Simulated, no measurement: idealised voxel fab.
The process module presented herein is designated voxel capacitor over wiring.
Cross-sectional view cut (width: 245 nm; square cell size: 5 nm).
A cross-section in this document is a grid of square cells, and it is written down as bands, the top band listed before the ones below it; a band is made up of one or more rows of cells.
A band entry consists of two parts. The first gives the height of the band's top and the height of its bottom, in nm. The rest lists the band's materials from left to right, each with its width in nm. A single material labelled with the word "throughout" fills the band from edge to edge, and the word "empty" marks empty space.
Below 0: as-received wafer, all one material; heights counted from there. Lowest band: no bottom, goes on down, written "0 down".
Note: "30->40" means the width goes from the first number (top row of the band) to the second number (bottom row) in equal steps per row of cells.
"remains unaltered" -> step changed no cross-section cell.
Entry "Fully closed voids" = empty spaces >= 8 cells with no open way to the top; each as width x height at distance, distance from left edge, all nm.
What comes after the settings on a step's line is commentary from the simulator itself on that step.
If you see "overlay nm" on a step's line and that step has a mask, it's telling you how far right of where it was planned the mask ended up; a negative number means it went left instead.
Each pair of cross-sections that follows straddles one process step: the one shows the state before the step, the other the state after it, down to the lowest band that changed and no further. The step in question, and its settings, are given under the pair. Note that a pair is not necessarily a continuation of the pair above it, since pairs can come from different runs of this module on the same starting wafer; it is a continuation only where its entry headed "State before" says so.
### State before
* 95 to 90  TiN (90) | empty (5) | TiN (150)
* 90 to 80  SiO2 (85) | TiN (5) | empty (5) | TiN (5) | SiO2 (145)
* 80 to 70  SiO2 (85->90) | TiN (15->55) | SiO2 (145->100)
* 70 to 65  SiO2 (90) | Al2O3 (55) | SiO2 (100)
* 65 to 60  SiO2 (70) | TiN (80) | SiO2 (95)
* 60 to 55  lowk (75) | Al2O3 (15) | lowk (155)
* 55 to 50  lowk (75) | TiN (15) | lowk (155)
* 50 to 40  lowk throughout
* 40 to 35  SiCN throughout
* 35 to 20  lowk (65) | SiN (5) | W (20) | SiN (5) | lowk (55) | SiN (5) | W (20) | SiN (5) | lowk (65)
* 20 to 15  SiN (70) | TiN (20) | SiN (65) | TiN (20) | SiN (70)
* 15 to 0  SiO2 throughout
* 0 down  Si throughout
* Fully closed voids: none
### after
* 105 to 95  Ru throughout
* 95 to 90  TiN (90) | Ru (5) | TiN (150)
* 90 to 80  SiO2 (85) | TiN (5) | Ru (5) | TiN (5) | SiO2 (145)
* All layers under 80 are left as they were.
* Fully closed voids: none
Between the two cross-sections shown above, the process step is FILL_DEP, material Ru, thk nm 10
State before: For the state before this step, see the after cross-section of the pair located directly above.
### after
* 90 to 80  SiO2 (85) | TiN (5) | Ru (5) | TiN (5) | SiO2 (145)
* All layers under 80 are left as they were.
* Fully closed voids: none
Between the two cross-sections shown above, the process step is CMP, height nm 90
State before: For the state before this step, see the after cross-section of the pair located directly above.
### after
* 95 to 90  SiN throughout
* All layers under 90 are left as they were.
* Fully closed voids: none
Between the two cross-sections shown above, the process step is CONFORMAL_DEP, material SiN, thk nm 5
### State before
* 75 to 70  empty (75) | TiN (70) | empty (100)
* 70 to 65  empty (75) | Al2O3 (70) | empty (100)
* 65 to 60  TiN throughout
* 60 to 40  lowk (75) | Ru (15) | lowk (155)
* 40 to 35  SiCN (75) | Ru (15) | SiCN (155)
* 35 to 20  lowk (65) | SiN (5) | W (20) | SiN (5) | lowk (55) | SiN (5) | W (20) | SiN (5) | lowk (65)
* 20 to 15  SiN (70) | TiN (20) | SiN (65) | TiN (20) | SiN (70)
* 15 to 0  SiO2 throughout
* 0 down  Si throughout
* Fully closed voids: none
### after
* 95 to 75  empty (75) | resist (70) | empty (100)
* All layers under 75 are left as they were.
* Fully closed voids: none
Between the two cross-sections shown above, the process step is PATTERN, tone cover, mask id LOWER_PLATE, material resist, width nm 70, thk nm 20, overlay nm 0
State before: For the state before this step, see the after cross-section of the pair located directly above.
### after
* 95 to 75  empty (75) | resist (70) | empty (100)
* 75 to 70  empty (75) | TiN (70) | empty (100)
* 70 to 65  empty (75) | Al2O3 (70) | empty (100)
* 65 to 60  empty (75) | TiN (70) | empty (100)
* All layers under 60 are left as they were.
* Fully closed voids: none
Between the two cross-sections shown above, the process step is DIRECTIONAL_ETCH, etch materials TiN, depth nm 5
State before: For the state before this step, see the after cross-section of the pair located directly above.
### after
* 75 to 70  empty (75) | TiN (70) | empty (100)
* All layers under 70 are left as they were.
* Fully closed voids: none
Between the two cross-sections shown above, the process step is STRIP, etch materials resist
State before: For the state before this step, see the after cross-section of the pair located directly above.
### after
* 95 to 75  SiO2 throughout
* 75 to 70  SiO2 (75) | TiN (70) | SiO2 (100)
* 70 to 65  SiO2 (75) | Al2O3 (70) | SiO2 (100)
* 65 to 60  SiO2 (75) | TiN (70) | SiO2 (100)
* All layers under 60 are left as they were.
* Fully closed voids: none
Between the two cross-sections shown above, the process step is FILL_DEP, material SiO2, thk nm 20
State before: For the state before this step, see the after cross-section of the pair located directly above.
### after
* 90 to 75  SiO2 throughout
* All layers under 75 are left as they were.
* Fully closed voids: none
Between the two cross-sections shown above, the process step is CMP, height nm 90
State before: For the state before this step, see the after cross-section of the pair located directly above.
### after
* 90 to 75  SiO2 (85) | empty (15) | SiO2 (145)
* All layers under 75 are left as they were.
* Fully closed voids: none
Between the two cross-sections shown above, the process step is MASKED_ETCH, tone open, mask id PLUG_2, width nm 15, etch materials SiO2, depth nm 15, overlay nm 0
State before: For the state before this step, see the after cross-section of the pair located directly above.
### after
* 95 to 90  TiN (90) | empty (5) | TiN (150)
* 90 to 80  SiO2 (85) | TiN (5) | empty (5) | TiN (5) | SiO2 (145)
* 80 to 70  SiO2 (85->75) | TiN (15->70) | SiO2 (145->100)
* All layers under 70 are left as they were.
* Fully closed voids: none
Between the two cross-sections shown above, the process step is CONFORMAL_DEP, material TiN, thk nm 5
State before: For the state before this step, see the after cross-section of the pair located directly above.
### after
* 105 to 95  Ru throughout
* 95 to 90  TiN (90) | Ru (5) | TiN (150)
* 90 to 80  SiO2 (85) | TiN (5) | Ru (5) | TiN (5) | SiO2 (145)
* All layers under 80 are left as they were.
* Fully closed voids: none
Between the two cross-sections shown above, the process step is FILL_DEP, material Ru, thk nm 10
State before: For the state before this step, see the after cross-section of the pair located directly above.
### after
* 90 to 80  SiO2 (85) | TiN (5) | Ru (5) | TiN (5) | SiO2 (145)
* All layers under 80 are left as they were.
* Fully closed voids: none
Between the two cross-sections shown above, the process step is CMP, height nm 90
State before: For the state before this step, see the after cross-section of the pair located directly above.
### after
* 95 to 90  SiN throughout
* All layers under 90 are left as they were.
* Fully closed voids: none
Between the two cross-sections shown above, the process step is CONFORMAL_DEP, material SiN, thk nm 5
### State before
* 35 to 20  W throughout
* 20 to 15  TiN throughout
* 15 to 0  SiO2 throughout
* 0 down  Si throughout
* Fully closed voids: none
### after
* 35 to 20  empty (60) | W (20) | empty (65) | W (20) | empty (80)
* All layers under 20 are left as they were.
* Fully closed voids: none
Between the two cross-sections shown above, the process step is MASKED_ETCH, tone cover, mask id METAL_1, width nm 20, pitch nm 85, etch materials W, depth nm 15, overlay nm -10
State before: For the state before this step, see the after cross-section of the pair located directly above.
### after
* 35 to 20  empty (60) | W (20) | empty (65) | W (20) | empty (80)
* 20 to 15  empty (60) | TiN (30) | empty (55) | TiN (30) | empty (70)
* All layers under 15 are left as they were.
* Fully closed voids: none
Between the two cross-sections shown above, the process step is MASKED_ETCH, tone cover, mask id METAL_1, width nm 20, pitch nm 85, etch materials TiN, depth nm 5, overlay nm 0
State before: For the state before this step, see the after cross-section of the pair located directly above.
### after
* 40 to 35  empty (55) | SiN (30) | empty (55) | SiN (30) | empty (75)
* 35 to 25  empty (55) | SiN (5) | W (20) | SiN (5) | empty (55) | SiN (5) | W (20) | SiN (5) | empty (75)
* 25 to 20  empty (55) | SiN (5) | W (20) | SiN (15) | empty (45) | SiN (5) | W (20) | SiN (15) | empty (65)
* 20 to 15  SiN (60) | TiN (30) | SiN (55) | TiN (30) | SiN (70)
* All layers under 15 are left as they were.
* Fully closed voids: none
Between the two cross-sections shown above, the process step is CONFORMAL_DEP, material SiN, thk nm 5
State before: For the state before this step, see the after cross-section of the pair located directly above.
### after
* 50 to 40  lowk throughout
* 40 to 35  lowk (55) | SiN (30) | lowk (55) | SiN (30) | lowk (75)
* 35 to 25  lowk (55) | SiN (5) | W (20) | SiN (5) | lowk (55) | SiN (5) | W (20) | SiN (5) | lowk (75)
* 25 to 20  lowk (55) | SiN (5) | W (20) | SiN (15) | lowk (45) | SiN (5) | W (20) | SiN (15) | lowk (65)
* All layers under 20 are left as they were.
* Fully closed voids: none
Between the two cross-sections shown above, the process step is FILL_DEP, material lowk, thk nm 10
State before: For the state before this step, see the after cross-section of the pair located directly above.
### after
* 35 to 25  lowk (55) | SiN (5) | W (20) | SiN (5) | lowk (55) | SiN (5) | W (20) | SiN (5) | lowk (75)
* All layers under 25 are left as they were.
* Fully closed voids: none
Between the two cross-sections shown above, the process step is CMP, height nm 35
State before: For the state before this step, see the after cross-section of the pair located directly above.
### after
* 40 to 35  SiCN throughout
* All layers under 35 are left as they were.
* Fully closed voids: none
Between the two cross-sections shown above, the process step is CONFORMAL_DEP, material SiCN, thk nm 5
State before: For the state before this step, see the after cross-section of the pair located directly above.
### after
* 60 to 40  lowk throughout
* All layers under 40 are left as they were.
* Fully closed voids: none
Between the two cross-sections shown above, the process step is DIRECTIONAL_DEP, material lowk, thk nm 20
State before: For the state before this step, see the after cross-section of the pair located directly above.
### after
* 60 to 40  lowk (75) | empty (15) | lowk (155)
* All layers under 40 are left as they were.
* Fully closed voids: none
Between the two cross-sections shown above, the process step is MASKED_ETCH, tone open, mask id PLUG_1, width nm 15, etch materials lowk, depth nm 20, overlay nm 0
State before: For the state before this step, see the after cross-section of the pair located directly above.
### after
* 60 to 40  lowk (75) | empty (15) | lowk (155)
* 40 to 35  SiCN (75) | empty (15) | SiCN (155)
* All layers under 35 are left as they were.
* Fully closed voids: none
Between the two cross-sections shown above, the process step is MASKED_ETCH, tone open, mask id PLUG_1, width nm 15, etch materials SiCN, depth nm 5, overlay nm 0
State before: For the state before this step, see the after cross-section of the pair located directly above.
### after
* 60 to 45  lowk (75) | empty (15) | lowk (155)
* 45 to 40  lowk (75) | Ru (15) | lowk (155)
* 40 to 35  SiCN (75) | Ru (15) | SiCN (155)
* All layers under 35 are left as they were.
* Fully closed voids: none
Between the two cross-sections shown above, the process step is EPI, material Ru, thk nm 10
State before: For the state before this step, see the after cross-section of the pair located directly above.
### after
* 60 to 55  lowk (75) | empty (15) | lowk (155)
* 55 to 40  lowk (75) | Ru (15) | lowk (155)
* All layers under 40 are left as they were.
* Fully closed voids: none
Between the two cross-sections shown above, the process step is EPI, material Ru, thk nm 10
State before: For the state before this step, see the after cross-section of the pair located directly above.
### after
* 60 to 40  lowk (75) | Ru (15) | lowk (155)
* All layers under 40 are left as they were.
* Fully closed voids: none
Between the two cross-sections shown above, the process step is EPI, material Ru, thk nm 5
State before: For the state before this step, see the after cross-section of the pair located directly above.
### after
* 65 to 60  TiN throughout
* All layers under 60 are left as they were.
* Fully closed voids: none
Between the two cross-sections shown above, the process step is DIRECTIONAL_DEP, material TiN, thk nm 5
State before: For the state before this step, see the after cross-section of the pair located directly above.
### after
* 70 to 65  Al2O3 throughout
* All layers under 65 are left as they were.
* Fully closed voids: none
Between the two cross-sections shown above, the process step is DIRECTIONAL_DEP, material Al2O3, thk nm 5
State before: For the state before this step, see the after cross-section of the pair located directly above.
### after
* 75 to 70  TiN throughout
* All layers under 70 are left as they were.
* Fully closed voids: none
Between the two cross-sections shown above, the process step is DIRECTIONAL_DEP, material TiN, thk nm 5
State before: For the state before this step, see the after cross-section of the pair located directly above.
### after
* 90 to 75  empty (75) | resist (70) | empty (100)
* All layers under 75 are left as they were.
* Fully closed voids: none
Between the two cross-sections shown above, the process step is PATTERN, tone cover, mask id UPPER_PLATE, material resist, width nm 70, thk nm 15, overlay nm 0
State before: For the state before this step, see the after cross-section of the pair located directly above.
### after
* 90 to 75  empty (75) | resist (70) | empty (100)
* 75 to 70  empty (75) | TiN (70) | empty (100)
* All layers under 70 are left as they were.
* Fully closed voids: none
Between the two cross-sections shown above, the process step is DIRECTIONAL_ETCH, etch materials TiN, depth nm 5
State before: For the state before this step, see the after cross-section of the pair located directly above.
### after
* 90 to 75  empty (75) | resist (70) | empty (100)
* 75 to 70  empty (75) | TiN (70) | empty (100)
* 70 to 65  empty (75) | Al2O3 (70) | empty (100)
* All layers under 65 are left as they were.
* Fully closed voids: none
Between the two cross-sections shown above, the process step is DIRECTIONAL_ETCH, etch materials Al2O3, depth nm 5
State before: For the state before this step, see the after cross-section of the pair located directly above.
### after
* 75 to 70  empty (75) | TiN (70) | empty (100)
* All layers under 70 are left as they were.
* Fully closed voids: none
Between the two cross-sections shown above, the process step is STRIP, etch materials resist
State before: For the state before this step, see the after cross-section of the pair located directly above.
### after
* 95 to 75  empty (70) | resist (80) | empty (95)
* 75 to 70  empty (70) | resist (5) | TiN (70) | resist (5) | empty (95)
* 70 to 65  empty (70) | resist (5) | Al2O3 (70) | resist (5) | empty (95)
* All layers under 65 are left as they were.
* Fully closed voids: none
Between the two cross-sections shown above, the process step is PATTERN, tone cover, mask id LOWER_PLATE, material resist, width nm 80, thk nm 20, overlay nm 0
State before: For the state before this step, see the after cross-section of the pair located directly above.
### after
* 95 to 75  empty (70) | resist (80) | empty (95)
* 75 to 70  empty (70) | resist (5) | TiN (70) | resist (5) | empty (95)
* 70 to 65  empty (70) | resist (5) | Al2O3 (70) | resist (5) | empty (95)
* 65 to 60  empty (70) | TiN (80) | empty (95)
* All layers under 60 are left as they were.
* Fully closed voids: none
Between the two cross-sections shown above, the process step is DIRECTIONAL_ETCH, etch materials TiN, depth nm 5
State before: For the state before this step, see the after cross-section of the pair located directly above.
### after
* 75 to 70  empty (75) | TiN (70) | empty (100)
* 70 to 65  empty (75) | Al2O3 (70) | empty (100)
* All layers under 65 are left as they were.
* Fully closed voids: none
Between the two cross-sections shown above, the process step is STRIP, etch materials resist
State before: For the state before this step, see the after cross-section of the pair located directly above.
### after
* 95 to 75  SiO2 throughout
* 75 to 70  SiO2 (75) | TiN (70) | SiO2 (100)
* 70 to 65  SiO2 (75) | Al2O3 (70) | SiO2 (100)
* 65 to 60  SiO2 (70) | TiN (80) | SiO2 (95)
* All layers under 60 are left as they were.
* Fully closed voids: none
Between the two cross-sections shown above, the process step is FILL_DEP, material SiO2, thk nm 20
State before: For the state before this step, see the after cross-section of the pair located directly above.
### after
* 90 to 75  SiO2 throughout
* All layers under 75 are left as they were.
* Fully closed voids: none
Between the two cross-sections shown above, the process step is CMP, height nm 90
State before: For the state before this step, see the after cross-section of the pair located directly above.
### after
* 90 to 75  SiO2 (85) | empty (15) | SiO2 (145)
* All layers under 75 are left as they were.
* Fully closed voids: none
Between the two cross-sections shown above, the process step is MASKED_ETCH, tone open, mask id PLUG_2, width nm 15, etch materials SiO2, depth nm 15, overlay nm 0
State before: For the state before this step, see the after cross-section of the pair located directly above.
### after
* 95 to 90  TiN (90) | empty (5) | TiN (150)
* 90 to 80  SiO2 (85) | TiN (5) | empty (5) | TiN (5) | SiO2 (145)
* 80 to 70  SiO2 (85->75) | TiN (15->70) | SiO2 (145->100)
* All layers under 70 are left as they were.
* Fully closed voids: none
Between the two cross-sections shown above, the process step is CONFORMAL_DEP, material TiN, thk nm 5
State before: For the state before this step, see the after cross-section of the pair located directly above.
### after
* 105 to 95  Ru throughout
* 95 to 90  TiN (90) | Ru (5) | TiN (150)
* 90 to 80  SiO2 (85) | TiN (5) | Ru (5) | TiN (5) | SiO2 (145)
* All layers under 80 are left as they were.
* Fully closed voids: none
Between the two cross-sections shown above, the process step is FILL_DEP, material Ru, thk nm 10
State before: For the state before this step, see the after cross-section of the pair located directly above.
### after
* 90 to 80  SiO2 (85) | TiN (5) | Ru (5) | TiN (5) | SiO2 (145)
* All layers under 80 are left as they were.
* Fully closed voids: none
Between the two cross-sections shown above, the process step is CMP, height nm 90
State before: For the state before this step, see the after cross-section of the pair located directly above.
### after
* 95 to 90  SiN throughout
* All layers under 90 are left as they were.
* Fully closed voids: none
Between the two cross-sections shown above, the process step is CONFORMAL_DEP, material SiN, thk nm 5
### State before
* 90 to 75  SiO2 (85) | empty (15) | SiO2 (145)
* 75 to 70  SiO2 (75) | TiN (70) | SiO2 (100)
* 70 to 65  SiO2 (75) | Al2O3 (70) | SiO2 (100)
* 65 to 60  SiO2 (70) | TiN (80) | SiO2 (95)
* 60 to 40  lowk (75) | Ru (15) | lowk (155)
* 40 to 35  SiCN (75) | Ru (15) | SiCN (155)
* 35 to 20  lowk (65) | SiN (5) | W (20) | SiN (5) | lowk (55) | SiN (5) | W (20) | SiN (5) | lowk (65)
* 20 to 15  SiN (70) | TiN (20) | SiN (65) | TiN (20) | SiN (70)
* 15 to 0  SiO2 throughout
* 0 down  Si throughout
* Fully closed voids: none
### after
* 95 to 90  W (90) | empty (5) | W (150)
* 90 to 80  SiO2 (85) | W (5) | empty (5) | W (5) | SiO2 (145)
* 80 to 75  SiO2 (85) | W (15) | SiO2 (145)
* All layers under 75 are left as they were.
* Fully closed voids: none
Between the two cross-sections shown above, the process step is CONFORMAL_DEP, material W, thk nm 5
State before: For the state before this step, see the after cross-section of the pair located directly above.
### after
* 105 to 95  Ru throughout
* 95 to 90  W (90) | Ru (5) | W (150)
* 90 to 80  SiO2 (85) | W (5) | Ru (5) | W (5) | SiO2 (145)
* All layers under 80 are left as they were.
* Fully closed voids: none
Between the two cross-sections shown above, the process step is FILL_DEP, material Ru, thk nm 10
State before: For the state before this step, see the after cross-section of the pair located directly above.
### after
* 90 to 80  SiO2 (85) | W (5) | Ru (5) | W (5) | SiO2 (145)
* All layers under 80 are left as they were.
* Fully closed voids: none
Between the two cross-sections shown above, the process step is CMP, height nm 90
State before: For the state before this step, see the after cross-section of the pair located directly above.
### after
* 95 to 90  SiN throughout
* All layers under 90 are left as they were.
* Fully closed voids: none
Between the two cross-sections shown above, the process step is CONFORMAL_DEP, material SiN, thk nm 5
### State before
* 90 to 75  SiO2 throughout
* 75 to 70  SiO2 (75) | TiN (70) | SiO2 (100)
* 70 to 65  SiO2 (75) | Al2O3 (70) | SiO2 (100)
* 65 to 60  SiO2 (70) | TiN (80) | SiO2 (95)
* 60 to 40  lowk (75) | Ru (15) | lowk (155)
* 40 to 35  SiCN (75) | Ru (15) | SiCN (155)
* 35 to 20  lowk (65) | SiN (5) | W (20) | SiN (5) | lowk (55) | SiN (5) | W (20) | SiN (5) | lowk (65)
* 20 to 15  SiN (70) | TiN (20) | SiN (65) | TiN (20) | SiN (70)
* 15 to 0  SiO2 throughout
* 0 down  Si throughout
* Fully closed voids: none
### after
* 90 to 75  empty (85) | SiO2 (15) | empty (145)
* All layers under 75 are left as they were.
* Fully closed voids: none
Between the two cross-sections shown above, the process step is MASKED_ETCH, tone cover, mask id PLUG_2, width nm 15, etch materials SiO2, depth nm 15, overlay nm 0
State before: For the state before this step, see the after cross-section of the pair located directly above.
### after
* 95 to 90  empty (80) | TiN (25) | empty (140)
* 90 to 80  empty (80) | TiN (5) | SiO2 (15) | TiN (5) | empty (140)
* 80 to 75  TiN (85) | SiO2 (15) | TiN (145)
* All layers under 75 are left as they were.
* Fully closed voids: none
Between the two cross-sections shown above, the process step is CONFORMAL_DEP, material TiN, thk nm 5
State before: For the state before this step, see the after cross-section of the pair located directly above.
### after
* 105 to 95  Ru throughout
* 95 to 90  Ru (80) | TiN (25) | Ru (140)
* 90 to 80  Ru (80) | TiN (5) | SiO2 (15) | TiN (5) | Ru (140)
* All layers under 80 are left as they were.
* Fully closed voids: none
Between the two cross-sections shown above, the process step is FILL_DEP, material Ru, thk nm 10
State before: For the state before this step, see the after cross-section of the pair located directly above.
### after
* 90 to 80  Ru (80) | TiN (5) | SiO2 (15) | TiN (5) | Ru (140)
* All layers under 80 are left as they were.
* Fully closed voids: none
Between the two cross-sections shown above, the process step is CMP, height nm 90
State before: For the state before this step, see the after cross-section of the pair located directly above.
### after
* 95 to 90  SiN throughout
* All layers under 90 are left as they were.
* Fully closed voids: none
Between the two cross-sections shown above, the process step is CONFORMAL_DEP, material SiN, thk nm 5
